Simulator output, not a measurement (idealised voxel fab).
Herein follows the process module entitled voxel self aligned vias.
Section cut is 225 nm wide and gridded with 5 nm square cells.
If you're reading a cross-section in this doc, picture square cells in a grid; it comes to you as bands, top ones listed first down to the bottom, and a band can be one or more rows of cells. Heads up on the band format: heights come first, top then bottom, in nm. After that it's the materials left to right, each with its width in nm. A single material flagged "full width" fills the whole band edge to edge, and "air" means there's empty space there. Counting heights begins at 0, where everything beneath is, in the wafer as received, one material. The lowest band has no bottom; it goes on downwards, as "0 down" shows. Graded width ("30 to 40"): value in top row of band = first number; value in bottom row = second number; row-to-row change constant. "no alteration" after a step means that no cell of the cross-section changed. "Sealed internal cavities" enumerates empty spaces isolated from the top, with no open way to it, that contain at least 8 cells, giving each as width x height at distance from the left edge, all three in nm. What comes after the settings on a step's line is commentary from the simulator itself on that step. overlay nm: mask offset rightward from planned place, masked step; negative means leftward offset.

Below is the list of planned process steps
step 1: RECEIVE | material Si
step 2: CONFORMAL_DEP | material SiO2 | thk nm 15
step 3: CONFORMAL_DEP | material SiCN | thk nm 5
step 4: DIRECTIONAL_DEP | material SiO2 | thk nm 30
step 5: DIRECTIONAL_DEP | material aC | thk nm 15
step 6: PATTERN | tone open | mask id LINES | material resist | width nm 20 | pitch nm 55 | thk nm 30 | overlay nm 0
step 7: DIRECTIONAL_ETCH | etch materials aC | depth nm 15
step 8: STRIP | etch materials resist
step 9: DIRECTIONAL_ETCH | etch materials SiO2 | depth nm 30
step 10: STRIP | etch materials aC
step 11: CONFORMAL_DEP | material TiN | thk nm 5
step 12: FILL_DEP | material Ru | thk nm 5
step 13: CMP | height nm 50
step 14: SELECTIVE_ETCH | etch materials W Ru TiN | depth nm 5
step 15: FILL_DEP | material SiN | thk nm 10
step 16: CMP | height nm 50
step 17: DIRECTIONAL_DEP | material SiO2 | thk nm 15
step 18: PATTERN | tone open | mask id VIAS | material resist | width nm 40 | pitch nm 55 | thk nm 15 | overlay nm 0
step 19: DIRECTIONAL_ETCH | etch materials SiO2 | depth nm 15
step 20: DIRECTIONAL_ETCH | etch materials SiN | depth nm 5
step 21: STRIP | etch materials resist
step 22: CONFORMAL_DEP | material TiN | thk nm 5
step 23: FILL_DEP | material Cu | thk nm 5
step 24: CMP | height nm 65
step 25: CONFORMAL_DEP | material SiN | thk nm 5

First wafer, two in total, run as planned

This is the cross-section of the wafer as we received it, i.e. after step 1
  0 down = Si full width
  Sealed internal cavities: none

You're looking at a cross-section of the wafer after step 2
  15 to 0 = SiO2 full width
  Whatever lies below 0 is exactly as it was before.

You're looking at a cross-section of the wafer after step 3
  20 to 15 = SiCN full width
  Whatever lies below 15 is exactly as it was before.

You're looking at a cross-section of the wafer after step 4
  50 to 20 = SiO2 full width
  Whatever lies below 20 is exactly as it was before.

You're looking at a cross-section of the wafer after step 5
  65 to 50 = aC full width
  Whatever lies below 50 is exactly as it was before.

You're looking at a cross-section of the wafer after step 6
  95 to 65 = resist: 75 | air: 20 | resist: 35 | air: 20 | resist: 75
  Whatever lies below 65 is exactly as it was before.

You're looking at a cross-section of the wafer after step 7
  80 to 65 = resist: 75 | air: 20 | resist: 35 | air: 20 | resist: 75
  65 to 50 = aC: 75 | air: 20 | aC: 35 | air: 20 | aC: 75
  Whatever lies below 50 is exactly as it was before.

You're looking at a cross-section of the wafer after step 8
  65 to 50 = aC: 75 | air: 20 | aC: 35 | air: 20 | aC: 75
  Whatever lies below 50 is exactly as it was before.

You're looking at a cross-section of the wafer after step 9
  65 to 50 = aC: 75 | air: 20 | aC: 35 | air: 20 | aC: 75
  50 to 20 = SiO2: 75 | air: 20 | SiO2: 35 | air: 20 | SiO2: 75
  Whatever lies below 20 is exactly as it was before.

You're looking at a cross-section of the wafer after step 10
  50 to 20 = SiO2: 75 | air: 20 | SiO2: 35 | air: 20 | SiO2: 75
  Whatever lies below 20 is exactly as it was before.

You're looking at a cross-section of the wafer after step 11
  55 to 50 = TiN: 80 | air: 10 | TiN: 45 | air: 10 | TiN: 80
  50 to 25 = SiO2: 75 | TiN: 5 | air: 10 | TiN: 5 | SiO2: 35 | TiN: 5 | air: 10 | TiN: 5 | SiO2: 75
  25 to 20 = SiO2: 75 | TiN: 20 | SiO2: 35 | TiN: 20 | SiO2: 75
  Whatever lies below 20 is exactly as it was before.

You're looking at a cross-section of the wafer after step 12
  60 to 55 = Ru full width
  55 to 50 = TiN: 80 | Ru: 10 | TiN: 45 | Ru: 10 | TiN: 80
  50 to 25 = SiO2: 75 | TiN: 5 | Ru: 10 | TiN: 5 | SiO2: 35 | TiN: 5 | Ru: 10 | TiN: 5 | SiO2: 75
  Whatever lies below 25 is exactly as it was before.

You're looking at a cross-section of the wafer after step 13
  50 to 25 = SiO2: 75 | TiN: 5 | Ru: 10 | TiN: 5 | SiO2: 35 | TiN: 5 | Ru: 10 | TiN: 5 | SiO2: 75
  Whatever lies below 25 is exactly as it was before.

You're looking at a cross-section of the wafer after step 14
  50 to 45 = SiO2: 75 | air: 20 | SiO2: 35 | air: 20 | SiO2: 75
  Whatever lies below 45 is exactly as it was before.

You're looking at a cross-section of the wafer after step 15
  60 to 50 = SiN full width
  50 to 45 = SiO2: 75 | SiN: 20 | SiO2: 35 | SiN: 20 | SiO2: 75
  Whatever lies below 45 is exactly as it was before.

You're looking at a cross-section of the wafer after step 16
  50 to 45 = SiO2: 75 | SiN: 20 | SiO2: 35 | SiN: 20 | SiO2: 75
  Whatever lies below 45 is exactly as it was before.

You're looking at a cross-section of the wafer after step 17
  65 to 50 = SiO2 full width
  Whatever lies below 50 is exactly as it was before.

You're looking at a cross-section of the wafer after step 18
  80 to 65 = resist: 65 | air: 40 | resist: 15 | air: 40 | resist: 65
  Whatever lies below 65 is exactly as it was before.

You're looking at a cross-section of the wafer after step 19
  80 to 65 = resist: 65 | air: 40 | resist: 15 | air: 40 | resist: 65
  65 to 50 = SiO2: 65 | air: 40 | SiO2: 15 | air: 40 | SiO2: 65
  Whatever lies below 50 is exactly as it was before.

You're looking at a cross-section of the wafer after step 20
  80 to 65 = resist: 65 | air: 40 | resist: 15 | air: 40 | resist: 65
  65 to 50 = SiO2: 65 | air: 40 | SiO2: 15 | air: 40 | SiO2: 65
  50 to 45 = SiO2: 75 | air: 20 | SiO2: 35 | air: 20 | SiO2: 75
  Whatever lies below 45 is exactly as it was before.

You're looking at a cross-section of the wafer after step 21
  65 to 50 = SiO2: 65 | air: 40 | SiO2: 15 | air: 40 | SiO2: 65
  Whatever lies below 50 is exactly as it was before.

You're looking at a cross-section of the wafer after step 22
  70 to 65 = TiN: 70 | air: 30 | TiN: 25 | air: 30 | TiN: 70
  65 to 55 = SiO2: 65 | TiN: 5 | air: 30 | TiN: 5 | SiO2: 15 | TiN: 5 | air: 30 | TiN: 5 | SiO2: 65
  55 to 50 = SiO2: 65 | TiN: 15 | air: 10 | TiN: 15 | SiO2: 15 | TiN: 15 | air: 10 | TiN: 15 | SiO2: 65
  50 to 45 = SiO2: 75 | TiN: 20 | SiO2: 35 | TiN: 20 | SiO2: 75
  Whatever lies below 45 is exactly as it was before.

You're looking at a cross-section of the wafer after step 23
  75 to 70 = Cu full width
  70 to 65 = TiN: 70 | Cu: 30 | TiN: 25 | Cu: 30 | TiN: 70
  65 to 55 = SiO2: 65 | TiN: 5 | Cu: 30 | TiN: 5 | SiO2: 15 | TiN: 5 | Cu: 30 | TiN: 5 | SiO2: 65
  55 to 50 = SiO2: 65 | TiN: 15 | Cu: 10 | TiN: 15 | SiO2: 15 | TiN: 15 | Cu: 10 | TiN: 15 | SiO2: 65
  Whatever lies below 50 is exactly as it was before.

You're looking at a cross-section of the wafer after step 24
  65 to 55 = SiO2: 65 | TiN: 5 | Cu: 30 | TiN: 5 | SiO2: 15 | TiN: 5 | Cu: 30 | TiN: 5 | SiO2: 65
  Whatever lies below 55 is exactly as it was before.

You're looking at a cross-section of the wafer after step 25
  70 to 65 = SiN full width
  Whatever lies below 65 is exactly as it was before.

Wafer two. Same start, same plan, one slip in execution. Same as wafer one through step 2, inclusive

What the second wafer looks like in cross-section when step 3 should have wrapped up
  45 to 0 = SiO2 full width
  Whatever lies below 0 is exactly as it was before.

What the second wafer looks like in cross-section when step 4 should have wrapped up
  50 to 45 = SiCN full width
  Whatever lies below 45 is exactly as it was before.

What the second wafer looks like in cross-section when step 5 should have wrapped up
  65 to 50 = aC full width
  Whatever lies below 50 is exactly as it was before.

What the second wafer looks like in cross-section when step 6 should have wrapped up
  95 to 65 = resist: 75 | air: 20 | resist: 35 | air: 20 | resist: 75
  Whatever lies below 65 is exactly as it was before.

What the second wafer looks like in cross-section when step 7 should have wrapped up
  80 to 65 = resist: 75 | air: 20 | resist: 35 | air: 20 | resist: 75
  65 to 50 = aC: 75 | air: 20 | aC: 35 | air: 20 | aC: 75
  Whatever lies below 50 is exactly as it was before.

What the second wafer looks like in cross-section when step 8 should have wrapped up
  65 to 50 = aC: 75 | air: 20 | aC: 35 | air: 20 | aC: 75
  Whatever lies below 50 is exactly as it was before.

What the second wafer looks like in cross-section when step 9 should have wrapped up: no alteration

What the second wafer looks like in cross-section when step 10 should have wrapped up
  50 to 45 = SiCN full width
  Whatever lies below 45 is exactly as it was before.

What the second wafer looks like in cross-section when step 11 should have wrapped up
  55 to 50 = TiN full width
  Whatever lies below 50 is exactly as it was before.

What the second wafer looks like in cross-section when step 12 should have wrapped up
  60 to 55 = Ru full width
  Whatever lies below 55 is exactly as it was before.

What the second wafer looks like in cross-section when step 13 should have wrapped up
  50 to 45 = SiCN full width
  Whatever lies below 45 is exactly as it was before.

What the second wafer looks like in cross-section when step 14 should have wrapped up: no alteration

What the second wafer looks like in cross-section when step 15 should have wrapped up
  60 to 50 = SiN full width
  Whatever lies below 50 is exactly as it was before.

What the second wafer looks like in cross-section when step 16 should have wrapped up
  50 to 45 = SiCN full width
  Whatever lies below 45 is exactly as it was before.

What the second wafer looks like in cross-section when step 17 should have wrapped up
  65 to 50 = SiO2 full width
  Whatever lies below 50 is exactly as it was before.

What the second wafer looks like in cross-section when step 18 should have wrapped up
  80 to 65 = resist: 65 | air: 40 | resist: 15 | air: 40 | resist: 65
  Whatever lies below 65 is exactly as it was before.

What the second wafer looks like in cross-section when step 19 should have wrapped up
  80 to 65 = resist: 65 | air: 40 | resist: 15 | air: 40 | resist: 65
  65 to 50 = SiO2: 65 | air: 40 | SiO2: 15 | air: 40 | SiO2: 65
  Whatever lies below 50 is exactly as it was before.

What the second wafer looks like in cross-section when step 20 should have wrapped up: no alteration

What the second wafer looks like in cross-section when step 21 should have wrapped up
  65 to 50 = SiO2: 65 | air: 40 | SiO2: 15 | air: 40 | SiO2: 65
  Whatever lies below 50 is exactly as it was before.

What the second wafer looks like in cross-section when step 22 should have wrapped up
  70 to 65 = TiN: 70 | air: 30 | TiN: 25 | air: 30 | TiN: 70
  65 to 55 = SiO2: 65 | TiN: 5 | air: 30 | TiN: 5 | SiO2: 15 | TiN: 5 | air: 30 | TiN: 5 | SiO2: 65
  55 to 50 = SiO2: 65 | TiN: 40 | SiO2: 15 | TiN: 40 | SiO2: 65
  Whatever lies below 50 is exactly as it was before.

What the second wafer looks like in cross-section when step 23 should have wrapped up
  75 to 70 = Cu full width
  70 to 65 = TiN: 70 | Cu: 30 | TiN: 25 | Cu: 30 | TiN: 70
  65 to 55 = SiO2: 65 | TiN: 5 | Cu: 30 | TiN: 5 | SiO2: 15 | TiN: 5 | Cu: 30 | TiN: 5 | SiO2: 65
  Whatever lies below 55 is exactly as it was before.

What the second wafer looks like in cross-section when step 24 should have wrapped up
  65 to 55 = SiO2: 65 | TiN: 5 | Cu: 30 | TiN: 5 | SiO2: 15 | TiN: 5 | Cu: 30 | TiN: 5 | SiO2: 65
  Whatever lies below 55 is exactly as it was before.

What the second wafer looks like in cross-section when step 25 should have wrapped up
  70 to 65 = SiN full width
  Whatever lies below 65 is exactly as it was before.
Against the plan, the run slipped here: it was found that steps 3 and 4 of the process plan had been performed in exchanged positions
FYI, end of process, the second wafer has more or fewer cells of some materials than the first: 4 fewer of Cu | 16 fewer of Ru | 48 more of SiO2 | 28 fewer of TiN
